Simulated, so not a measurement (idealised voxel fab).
Module name: voxel quadruple lines (process module)
300 nm wide, 5 nm square cells: that's cross-section cut.
The cross-sections in this document take the form of a grid made of square cells. They are written out as bands, in order from top to bottom. Each band consists of one or more rows of cells. What a band's entry tells you: where the top is and where the bottom is, as heights in nm, and after that what lies inside, material by material from left to right, each with its width in nm. Empty space is written as the word "blank", and a single material marked with the word "all across" occupies the band from edge to edge. Convention: height 0 is the level below which the wafer, as received, is all one material. The lowest band does not terminate at the bottom but continues downward, represented as "top 0, no bottom". Think of "30 to 40" as a width that walks from the first number to the second as you go down the band, top row to bottom row, taking equal-sized steps from row to row. Key: "no change" - step with no changed cell in the cross-section. "Unvented voids" means: voids of 8 cells or more that are shut off from the top with no open way through. Written width x height at distance, distance from the left edge, in nm. Heads up: the bit after the settings on a step's line is the simulator's remark on that step. Each step line may optionally specify "overlay nm", which for a step with a mask gives the rightward distance between the mask's planned place and where it lay, a negative value indicating the leftward direction.

THE FOLLOWING LIST GIVES THE PLANNED PROCESS STEPS
1: RECEIVE with material Si
2: CONFORMAL_DEP with material Al2O3, thk nm 5
3: DIRECTIONAL_DEP with material W, thk nm 10
4: DIRECTIONAL_DEP with material polySi, thk nm 15
5: DIRECTIONAL_DEP with material aC, thk nm 25
6: PATTERN with tone cover, mask id MANDREL, material resist, width nm 30, pitch nm 80, thk nm 30, overlay nm 0
7: DIRECTIONAL_ETCH with etch materials aC, depth nm 25
8: STRIP with etch materials resist
9: CONFORMAL_DEP with material SiO2, thk nm 10
10: DIRECTIONAL_ETCH with etch materials SiO2, depth nm 10
11: STRIP with etch materials aC
12: DIRECTIONAL_ETCH with etch materials polySi, depth nm 15
13: STRIP with etch materials SiO2
14: CONFORMAL_DEP with material SiN, thk nm 10
15: DIRECTIONAL_ETCH with etch materials SiN, depth nm 10
16: STRIP with etch materials polySi
17: DIRECTIONAL_ETCH with etch materials W, depth nm 10
18: STRIP with etch materials SiN

WAFER, FIRST OF TWO, RUN AS PLANNED

THIS IS THE CROSS-SECTION OF THE WAFER AS WE RECEIVED IT, I.E. AFTER STEP 1
top 0, no bottom | Si all across
Unvented voids: none

AFTER STEP 2, IN CROSS-SECTION
top 5, bottom 0 | Al2O3 all across
For the remainder of the cross-section, below 0, there is no change.

AFTER STEP 3, IN CROSS-SECTION
top 15, bottom 5 | W all across
For the remainder of the cross-section, below 5, there is no change.

AFTER STEP 4, IN CROSS-SECTION
top 30, bottom 15 | polySi all across
For the remainder of the cross-section, below 15, there is no change.

AFTER STEP 5, IN CROSS-SECTION
top 55, bottom 30 | aC all across
For the remainder of the cross-section, below 30, there is no change.

AFTER STEP 6, IN CROSS-SECTION
top 85, bottom 55 | blank: 95  resist: 30  blank: 50  resist: 30  blank: 95
For the remainder of the cross-section, below 55, there is no change.

AFTER STEP 7, IN CROSS-SECTION
top 60, bottom 55 | blank: 95  resist: 30  blank: 50  resist: 30  blank: 95
top 55, bottom 30 | blank: 95  aC: 30  blank: 50  aC: 30  blank: 95
For the remainder of the cross-section, below 30, there is no change.

AFTER STEP 8, IN CROSS-SECTION
top 55, bottom 30 | blank: 95  aC: 30  blank: 50  aC: 30  blank: 95
For the remainder of the cross-section, below 30, there is no change.

AFTER STEP 9, IN CROSS-SECTION
top 65, bottom 55 | blank: 85  SiO2: 50  blank: 30  SiO2: 50  blank: 85
top 55, bottom 40 | blank: 85  SiO2: 10  aC: 30  SiO2: 10  blank: 30  SiO2: 10  aC: 30  SiO2: 10  blank: 85
top 40, bottom 30 | SiO2: 95  aC: 30  SiO2: 50  aC: 30  SiO2: 95
For the remainder of the cross-section, below 30, there is no change.

AFTER STEP 10, IN CROSS-SECTION
top 55, bottom 30 | blank: 85  SiO2: 10  aC: 30  SiO2: 10  blank: 30  SiO2: 10  aC: 30  SiO2: 10  blank: 85
For the remainder of the cross-section, below 30, there is no change.

AFTER STEP 11, IN CROSS-SECTION
top 55, bottom 30 | blank: 85  SiO2: 10  blank: 30  SiO2: 10  blank: 30  SiO2: 10  blank: 30  SiO2: 10  blank: 85
For the remainder of the cross-section, below 30, there is no change.

AFTER STEP 12, IN CROSS-SECTION
top 55, bottom 30 | blank: 85  SiO2: 10  blank: 30  SiO2: 10  blank: 30  SiO2: 10  blank: 30  SiO2: 10  blank: 85
top 30, bottom 15 | blank: 85  polySi: 10  blank: 30  polySi: 10  blank: 30  polySi: 10  blank: 30  polySi: 10  blank: 85
For the remainder of the cross-section, below 15, there is no change.

AFTER STEP 13, IN CROSS-SECTION
top 30, bottom 15 | blank: 85  polySi: 10  blank: 30  polySi: 10  blank: 30  polySi: 10  blank: 30  polySi: 10  blank: 85
For the remainder of the cross-section, below 15, there is no change.

AFTER STEP 14, IN CROSS-SECTION
top 40, bottom 30 | blank: 75  SiN: 30  blank: 10  SiN: 30  blank: 10  SiN: 30  blank: 10  SiN: 30  blank: 75
top 30, bottom 25 | blank: 75  SiN: 10  polySi: 10  SiN: 10  blank: 10  SiN: 10  polySi: 10  SiN: 10  blank: 10  SiN: 10  polySi: 10  SiN: 10  blank: 10  SiN: 10  polySi: 10  SiN: 10  blank: 75
top 25, bottom 15 | SiN: 85  polySi: 10  SiN: 30  polySi: 10  SiN: 30  polySi: 10  SiN: 30  polySi: 10  SiN: 85
For the remainder of the cross-section, below 15, there is no change.

AFTER STEP 15, IN CROSS-SECTION
top 30, bottom 15 | blank: 75  SiN: 10  polySi: 10  SiN: 10  blank: 10  SiN: 10  polySi: 10  SiN: 10  blank: 10  SiN: 10  polySi: 10  SiN: 10  blank: 10  SiN: 10  polySi: 10  SiN: 10  blank: 75
For the remainder of the cross-section, below 15, there is no change.

AFTER STEP 16, IN CROSS-SECTION
top 30, bottom 15 | blank: 75  SiN: 10  blank: 10  SiN: 10  blank: 10  SiN: 10  blank: 10  SiN: 10  blank: 10  SiN: 10  blank: 10  SiN: 10  blank: 10  SiN: 10  blank: 10  SiN: 10  blank: 75
For the remainder of the cross-section, below 15, there is no change.

AFTER STEP 17, IN CROSS-SECTION
top 30, bottom 15 | blank: 75  SiN: 10  blank: 10  SiN: 10  blank: 10  SiN: 10  blank: 10  SiN: 10  blank: 10  SiN: 10  blank: 10  SiN: 10  blank: 10  SiN: 10  blank: 10  SiN: 10  blank: 75
top 15, bottom 5 | blank: 75  W: 10  blank: 10  W: 10  blank: 10  W: 10  blank: 10  W: 10  blank: 10  W: 10  blank: 10  W: 10  blank: 10  W: 10  blank: 10  W: 10  blank: 75
For the remainder of the cross-section, below 5, there is no change.

AFTER STEP 18, IN CROSS-SECTION
top 15, bottom 5 | blank: 75  W: 10  blank: 10  W: 10  blank: 10  W: 10  blank: 10  W: 10  blank: 10  W: 10  blank: 10  W: 10  blank: 10  W: 10  blank: 10  W: 10  blank: 75
For the remainder of the cross-section, below 5, there is no change.

THE REMAINING WAFER, SECOND OF THE TWO, STARTED LIKE THE FIRST AND WAS RUN TO THE SAME PLAN, EXCEPT THAT ONE MISTAKE WAS MADE ALONG THE WAY; THE TWO COINCIDE THROUGH STEP 17, INCLUSIVE

LOOK AT THE SECOND WAFER IN CROSS-SECTION AT THE TIME STEP 18 OUGHT TO HAVE FINISHED
top 15, bottom 5 | blank: 75  W: 10  blank: 10  W: 10  blank: 10  W: 10  blank: 10  W: 10  blank: 10  W: 10  blank: 10  W: 10  blank: 10  W: 10  blank: 10  W: 10  blank: 75
For the remainder of the cross-section, below 5, there is no change.
The plan and the run diverged here: step 18 of the plan was executed twice over
Honestly, by the end the two wafers have the same cross-section, so the mistake just doesn't show up in what this model computes.
